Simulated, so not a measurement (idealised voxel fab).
process module | voxel capacitor over wiring
cross-section cut | 205 nm wide | cells 5 nm
A cross-section is a grid of square cells, given in bands from the top down. A band is one or more rows of cells.
Each band's line starts with the height of the band's top and of its bottom, in nm. Then come its materials from left to right, each with its width in nm. One material with "throughout" fills the band from edge to edge. "air" is empty space.
Height 0 is the level under which the wafer as received is all one material. The lowest band goes on downwards, as in "0 down".
A width such as "30 to 40" changes by the same amount from each row of cells to the next, from the band's top row to its bottom row.
"no change" after a step means that no cell of the cross-section changed.
closed voids: empty space of 8 cells or more with no open way to the top, each as width x height at its distance from the left edge, in nm
after a step's settings: what the simulator itself notes on the step
overlay nm, on a step with a mask: how far to the right of its planned place the mask lay; to the left if negative
plan
1 op RECEIVE | material Si
2 op CONFORMAL_DEP | material SiO2 | thk nm 10
3 op CONFORMAL_DEP | material SiCN | thk nm 5
4 op DIRECTIONAL_DEP | material lowk | thk nm 15
5 op PATTERN | tone open | mask id METAL_1 | material resist | width nm 25 | pitch nm 95 | thk nm 15 | overlay nm 0
6 op DIRECTIONAL_ETCH | etch materials lowk | depth nm 15
7 op DIRECTIONAL_ETCH | etch materials SiCN | depth nm 5
8 op STRIP | etch materials resist
9 op CONFORMAL_DEP | material TiN | thk nm 5
10 op FILL_DEP | material Cu | thk nm 5
11 op CMP | height nm 30
12 op EPI | material Ru | thk nm 5
13 op FILL_DEP | material SiCN | thk nm 5
14 op DIRECTIONAL_DEP | material lowk | thk nm 15
15 op DIRECTIONAL_DEP | material aC | thk nm 15
16 op PATTERN | tone open | mask id PLUG_1 | material resist | width nm 15 | thk nm 35 | overlay nm 0
17 op DIRECTIONAL_ETCH | etch materials aC | depth nm 15
18 op STRIP | etch materials resist
19 op DIRECTIONAL_ETCH | etch materials lowk | depth nm 15
20 op DIRECTIONAL_ETCH | etch materials SiCN | depth nm 5
21 op STRIP | etch materials aC
22 op EPI | material Ru | thk nm 10
23 op EPI | material Ru | thk nm 10
24 op DIRECTIONAL_DEP | material TiN | thk nm 10
25 op DIRECTIONAL_DEP | material Al2O3 | thk nm 5
26 op DIRECTIONAL_DEP | material TiN | thk nm 5
27 op MASKED_ETCH | tone cover | mask id UPPER_PLATE | width nm 75 | etch materials TiN | depth nm 5 | overlay nm 0
28 op MASKED_ETCH | tone cover | mask id UPPER_PLATE | width nm 75 | etch materials Al2O3 | depth nm 5 | overlay nm 0
29 op PATTERN | tone cover | mask id LOWER_PLATE | material resist | width nm 85 | thk nm 20 | overlay nm 0
30 op DIRECTIONAL_ETCH | etch materials TiN | depth nm 10
31 op STRIP | etch materials resist
32 op FILL_DEP | material SiO2 | thk nm 20
33 op CMP | height nm 90
34 op DIRECTIONAL_DEP | material aC | thk nm 10
35 op PATTERN | tone open | mask id PLUG_2 | material resist | width nm 15 | thk nm 30 | overlay nm 0
36 op DIRECTIONAL_ETCH | etch materials aC | depth nm 10
37 op STRIP | etch materials resist
38 op DIRECTIONAL_ETCH | etch materials SiO2 | depth nm 15
39 op STRIP | etch materials aC
40 op CONFORMAL_DEP | material TiN | thk nm 5
41 op FILL_DEP | material Ru | thk nm 5
42 op CMP | height nm 90
43 op CONFORMAL_DEP | material SiN | thk nm 5
as received, after step 1
  0 down: Si throughout
  closed voids: none
a wafer at the end: this start, this plan, one mistake
  95 to 90: SiN throughout
  90 to 80: SiO2 60 to 50 | TiN 15 to 25 | SiO2 130
  80 to 75: SiO2 50 | Al2O3 25 | SiO2 130
  75 to 70: SiO2 45 | TiN 80 | SiO2 80
  70 to 65: SiO2 45 | TiN 30 | Al2O3 50 | SiO2 80
  65 to 55: SiO2 40 | Ru 35 | TiN 55 | SiO2 75
  55 to 40: lowk 50 | Ru 15 | lowk 140
  40 to 35: SiCN 50 | Ru 15 | SiCN 140
  35 to 30: SiCN 35 | Ru 35 | SiCN 60 | Ru 35 | SiCN 40
  30 to 15: lowk 40 | TiN 5 | Cu 15 | TiN 5 | lowk 70 | TiN 5 | Cu 15 | TiN 5 | lowk 45
  15 to 10: SiCN 40 | TiN 25 | SiCN 70 | TiN 25 | SiCN 45
  10 to 0: SiO2 throughout
  0 down: Si throughout
  closed voids: none
what went wrong: one of the steps 22 and 23, which are alike, was run twice
